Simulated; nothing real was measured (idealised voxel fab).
process module | voxel wiring stack
It is cross-section cut that appears here, measuring 170 nm in width, its square cells being 5 nm in size.
In this document a cross-section is written as a grid of square cells. It is given as a series of bands, listed from the top down, and a band is one or more rows of cells. A band entry consists of two parts. The first gives the height of the band's top and the height of its bottom, in nm. The rest lists the band's materials from left to right, each with its width in nm. A single material labelled with the word "throughout" fills the band from edge to edge, and the word "empty" marks empty space. The level at which height equals 0 is the one under which the wafer, as it arrives, is entirely one material. No lower edge exists for the bottom band, which continues downward and is notated as in "from 0 down". Width spec "30..40" -> top row of cells at first value, bottom row at second value, equal per-row change in between. "same as before" (step): cross-section cells unchanged, all of them. In the "Enclosed void catalog" entry, you get each enclosed empty space of 8 cells or more, one with no open way to the top, written width x height at distance, distance from the left edge, in nm. Note: text after step settings on the step line = simulator remark on that step. overlay nm: for a step with a mask, the amount by which the mask lay right of where it was planned; a negative amount means left of it.
### plan
step 1: RECEIVE (material Si)
step 2: CONFORMAL_DEP (material SiO2; thk nm 10)
step 3: DIRECTIONAL_DEP (material TiN; thk nm 5)
step 4: DIRECTIONAL_DEP (material Ru; thk nm 25)
step 5: PATTERN (tone cover; mask id METAL_1; material resist; width nm 20; pitch nm 45; thk nm 20; overlay nm 0)
step 6: DIRECTIONAL_ETCH (etch materials Ru; depth nm 25)
step 7: DIRECTIONAL_ETCH (etch materials TiN; depth nm 5)
step 8: STRIP (etch materials resist)
step 9: CONFORMAL_DEP (material SiN; thk nm 5)
step 10: FILL_DEP (material lowk; thk nm 10)
step 11: CMP (height nm 40)
step 12: CONFORMAL_DEP (material SiCN; thk nm 5)
step 13: DIRECTIONAL_DEP (material SiO2; thk nm 10)
step 14: DIRECTIONAL_DEP (material aC; thk nm 10)
step 15: PATTERN (tone open; mask id PLUG_1; material resist; width nm 15; pitch nm 45; thk nm 30; overlay nm 0)
step 16: DIRECTIONAL_ETCH (etch materials aC; depth nm 10)
step 17: STRIP (etch materials resist)
step 18: DIRECTIONAL_ETCH (etch materials SiO2; depth nm 10)
step 19: DIRECTIONAL_ETCH (etch materials SiCN; depth nm 5)
step 20: STRIP (etch materials aC)
step 21: CONFORMAL_DEP (material TiN; thk nm 5)
step 22: FILL_DEP (material Cu; thk nm 5)
step 23: CMP (height nm 55)
step 24: DIRECTIONAL_DEP (material TiN; thk nm 5)
step 25: DIRECTIONAL_DEP (material Ru; thk nm 20)
step 26: PATTERN (tone cover; mask id METAL_2; material resist; width nm 20; pitch nm 45; thk nm 15; overlay nm 0)
step 27: DIRECTIONAL_ETCH (etch materials Ru; depth nm 20)
step 28: DIRECTIONAL_ETCH (etch materials TiN; depth nm 5)
step 29: STRIP (etch materials resist)
step 30: FILL_DEP (material lowk; thk nm 5)
step 31: CMP (height nm 80)
step 32: CONFORMAL_DEP (material SiCN; thk nm 5)
### What follows covers the first of two wafers; it ran as planned
### Received-state cross-section, reflecting completion of step 1
    from 0 down: Si throughout
    Enclosed void catalog: none
### Presented here is a cross-section of the wafer after step 2 has been performed
    from 10 to 0: SiO2 throughout
    Below 0, no change.
### Presented here is a cross-section of the wafer after step 3 has been performed
    from 15 to 10: TiN throughout
    Below 10, no change.
### Presented here is a cross-section of the wafer after step 4 has been performed
    from 40 to 15: Ru throughout
    Below 15, no change.
### Presented here is a cross-section of the wafer after step 5 has been performed
    from 60 to 40: empty 50 nm, resist 20 nm, empty 25 nm, resist 20 nm, empty 55 nm
    Below 40, no change.
### Presented here is a cross-section of the wafer after step 6 has been performed
    from 60 to 40: empty 50 nm, resist 20 nm, empty 25 nm, resist 20 nm, empty 55 nm
    from 40 to 15: empty 50 nm, Ru 20 nm, empty 25 nm, Ru 20 nm, empty 55 nm
    Below 15, no change.
### Presented here is a cross-section of the wafer after step 7 has been performed
    from 60 to 40: empty 50 nm, resist 20 nm, empty 25 nm, resist 20 nm, empty 55 nm
    from 40 to 15: empty 50 nm, Ru 20 nm, empty 25 nm, Ru 20 nm, empty 55 nm
    from 15 to 10: empty 50 nm, TiN 20 nm, empty 25 nm, TiN 20 nm, empty 55 nm
    Below 10, no change.
### Presented here is a cross-section of the wafer after step 8 has been performed
    from 40 to 15: empty 50 nm, Ru 20 nm, empty 25 nm, Ru 20 nm, empty 55 nm
    Below 15, no change.
### Presented here is a cross-section of the wafer after step 9 has been performed
    from 45 to 40: empty 45 nm, SiN 30 nm, empty 15 nm, SiN 30 nm, empty 50 nm
    from 40 to 15: empty 45 nm, SiN 5 nm, Ru 20 nm, SiN 5 nm, empty 15 nm, SiN 5 nm, Ru 20 nm, SiN 5 nm, empty 50 nm
    from 15 to 10: SiN 50 nm, TiN 20 nm, SiN 25 nm, TiN 20 nm, SiN 55 nm
    Below 10, no change.
### Presented here is a cross-section of the wafer after step 10 has been performed
    from 55 to 45: lowk throughout
    from 45 to 40: lowk 45 nm, SiN 30 nm, lowk 15 nm, SiN 30 nm, lowk 50 nm
    from 40 to 15: lowk 45 nm, SiN 5 nm, Ru 20 nm, SiN 5 nm, lowk 15 nm, SiN 5 nm, Ru 20 nm, SiN 5 nm, lowk 50 nm
    Below 15, no change.
### Presented here is a cross-section of the wafer after step 11 has been performed
    from 40 to 15: lowk 45 nm, SiN 5 nm, Ru 20 nm, SiN 5 nm, lowk 15 nm, SiN 5 nm, Ru 20 nm, SiN 5 nm, lowk 50 nm
    Below 15, no change.
### Presented here is a cross-section of the wafer after step 12 has been performed
    from 45 to 40: SiCN throughout
    Below 40, no change.
### Presented here is a cross-section of the wafer after step 13 has been performed
    from 55 to 45: SiO2 throughout
    Below 45, no change.
### Presented here is a cross-section of the wafer after step 14 has been performed
    from 65 to 55: aC throughout
    Below 55, no change.
### Presented here is a cross-section of the wafer after step 15 has been performed
    from 95 to 65: resist 50 nm, empty 15 nm, resist 30 nm, empty 15 nm, resist 60 nm
    Below 65, no change.
### Presented here is a cross-section of the wafer after step 16 has been performed
    from 85 to 65: resist 50 nm, empty 15 nm, resist 30 nm, empty 15 nm, resist 60 nm
    from 65 to 55: aC 50 nm, empty 15 nm, aC 30 nm, empty 15 nm, aC 60 nm
    Below 55, no change.
### Presented here is a cross-section of the wafer after step 17 has been performed
    from 65 to 55: aC 50 nm, empty 15 nm, aC 30 nm, empty 15 nm, aC 60 nm
    Below 55, no change.
### Presented here is a cross-section of the wafer after step 18 has been performed
    from 65 to 55: aC 50 nm, empty 15 nm, aC 30 nm, empty 15 nm, aC 60 nm
    from 55 to 45: SiO2 50 nm, empty 15 nm, SiO2 30 nm, empty 15 nm, SiO2 60 nm
    Below 45, no change.
### Presented here is a cross-section of the wafer after step 19 has been performed
    from 65 to 55: aC 50 nm, empty 15 nm, aC 30 nm, empty 15 nm, aC 60 nm
    from 55 to 45: SiO2 50 nm, empty 15 nm, SiO2 30 nm, empty 15 nm, SiO2 60 nm
    from 45 to 40: SiCN 50 nm, empty 15 nm, SiCN 30 nm, empty 15 nm, SiCN 60 nm
    Below 40, no change.
### Presented here is a cross-section of the wafer after step 20 has been performed
    from 55 to 45: SiO2 50 nm, empty 15 nm, SiO2 30 nm, empty 15 nm, SiO2 60 nm
    Below 45, no change.
### Presented here is a cross-section of the wafer after step 21 has been performed
    from 60 to 55: TiN 55 nm, empty 5 nm, TiN 40 nm, empty 5 nm, TiN 65 nm
    from 55 to 45: SiO2 50 nm, TiN 5 nm, empty 5 nm, TiN 5 nm, SiO2 30 nm, TiN 5 nm, empty 5 nm, TiN 5 nm, SiO2 60 nm
    from 45 to 40: SiCN 50 nm, TiN 15 nm, SiCN 30 nm, TiN 15 nm, SiCN 60 nm
    Below 40, no change.
### Presented here is a cross-section of the wafer after step 22 has been performed
    from 65 to 60: Cu throughout
    from 60 to 55: TiN 55 nm, Cu 5 nm, TiN 40 nm, Cu 5 nm, TiN 65 nm
    from 55 to 45: SiO2 50 nm, TiN 5 nm, Cu 5 nm, TiN 5 nm, SiO2 30 nm, TiN 5 nm, Cu 5 nm, TiN 5 nm, SiO2 60 nm
    Below 45, no change.
### Presented here is a cross-section of the wafer after step 23 has been performed
    from 55 to 45: SiO2 50 nm, TiN 5 nm, Cu 5 nm, TiN 5 nm, SiO2 30 nm, TiN 5 nm, Cu 5 nm, TiN 5 nm, SiO2 60 nm
    Below 45, no change.
### Presented here is a cross-section of the wafer after step 24 has been performed
    from 60 to 55: TiN throughout
    Below 55, no change.
### Presented here is a cross-section of the wafer after step 25 has been performed
    from 80 to 60: Ru throughout
    Below 60, no change.
### Presented here is a cross-section of the wafer after step 26 has been performed
    from 95 to 80: empty 50 nm, resist 20 nm, empty 25 nm, resist 20 nm, empty 55 nm
    Below 80, no change.
### Presented here is a cross-section of the wafer after step 27 has been performed
    from 95 to 80: empty 50 nm, resist 20 nm, empty 25 nm, resist 20 nm, empty 55 nm
    from 80 to 60: empty 50 nm, Ru 20 nm, empty 25 nm, Ru 20 nm, empty 55 nm
    Below 60, no change.
### Presented here is a cross-section of the wafer after step 28 has been performed
    from 95 to 80: empty 50 nm, resist 20 nm, empty 25 nm, resist 20 nm, empty 55 nm
    from 80 to 60: empty 50 nm, Ru 20 nm, empty 25 nm, Ru 20 nm, empty 55 nm
    from 60 to 55: empty 50 nm, TiN 20 nm, empty 25 nm, TiN 20 nm, empty 55 nm
    Below 55, no change.
### Presented here is a cross-section of the wafer after step 29 has been performed
    from 80 to 60: empty 50 nm, Ru 20 nm, empty 25 nm, Ru 20 nm, empty 55 nm
    Below 60, no change.
### Presented here is a cross-section of the wafer after step 30 has been performed
    from 85 to 80: lowk throughout
    from 80 to 60: lowk 50 nm, Ru 20 nm, lowk 25 nm, Ru 20 nm, lowk 55 nm
    from 60 to 55: lowk 50 nm, TiN 20 nm, lowk 25 nm, TiN 20 nm, lowk 55 nm
    Below 55, no change.
### Presented here is a cross-section of the wafer after step 31 has been performed
    from 80 to 60: lowk 50 nm, Ru 20 nm, lowk 25 nm, Ru 20 nm, lowk 55 nm
    Below 60, no change.
### Presented here is a cross-section of the wafer after step 32 has been performed
    from 85 to 80: SiCN throughout
    Below 80, no change.
### Now the other wafer: same start, same recipe, but we messed up one thing when running it. Up to and including step 25 it's the same as the first one
### Cross-section of the second wafer when, according to plan, step 26 should have finished
    from 95 to 80: resist 50 nm, empty 20 nm, resist 25 nm, empty 20 nm, resist 55 nm
    Below 80, no change.
### Cross-section of the second wafer when, according to plan, step 27 should have finished
    from 95 to 80: resist 50 nm, empty 20 nm, resist 25 nm, empty 20 nm, resist 55 nm
    from 80 to 60: Ru 50 nm, empty 20 nm, Ru 25 nm, empty 20 nm, Ru 55 nm
    Below 60, no change.
### Cross-section of the second wafer when, according to plan, step 28 should have finished
    from 95 to 80: resist 50 nm, empty 20 nm, resist 25 nm, empty 20 nm, resist 55 nm
    from 80 to 60: Ru 50 nm, empty 20 nm, Ru 25 nm, empty 20 nm, Ru 55 nm
    from 60 to 55: TiN 50 nm, empty 20 nm, TiN 25 nm, empty 20 nm, TiN 55 nm
    Below 55, no change.
### Cross-section of the second wafer when, according to plan, step 29 should have finished
    from 80 to 60: Ru 50 nm, empty 20 nm, Ru 25 nm, empty 20 nm, Ru 55 nm
    Below 60, no change.
### Cross-section of the second wafer when, according to plan, step 30 should have finished
    from 85 to 80: lowk throughout
    from 80 to 60: Ru 50 nm, lowk 20 nm, Ru 25 nm, lowk 20 nm, Ru 55 nm
    from 60 to 55: TiN 50 nm, lowk 20 nm, TiN 25 nm, lowk 20 nm, TiN 55 nm
    Below 55, no change.
### Cross-section of the second wafer when, according to plan, step 31 should have finished
    from 80 to 60: Ru 50 nm, lowk 20 nm, Ru 25 nm, lowk 20 nm, Ru 55 nm
    Below 60, no change.
### Cross-section of the second wafer when, according to plan, step 32 should have finished
    from 85 to 80: SiCN throughout
    Below 80, no change.
Run error: step 26 changed vs plan, executed as PATTERN (tone open; mask id METAL_2; material resist; width nm 20; pitch nm 45; thk nm 15; overlay nm 0)
Count the cells at the end and the second wafer has more or fewer of some materials than the first: +72 Ru, +18 TiN, -90 lowk
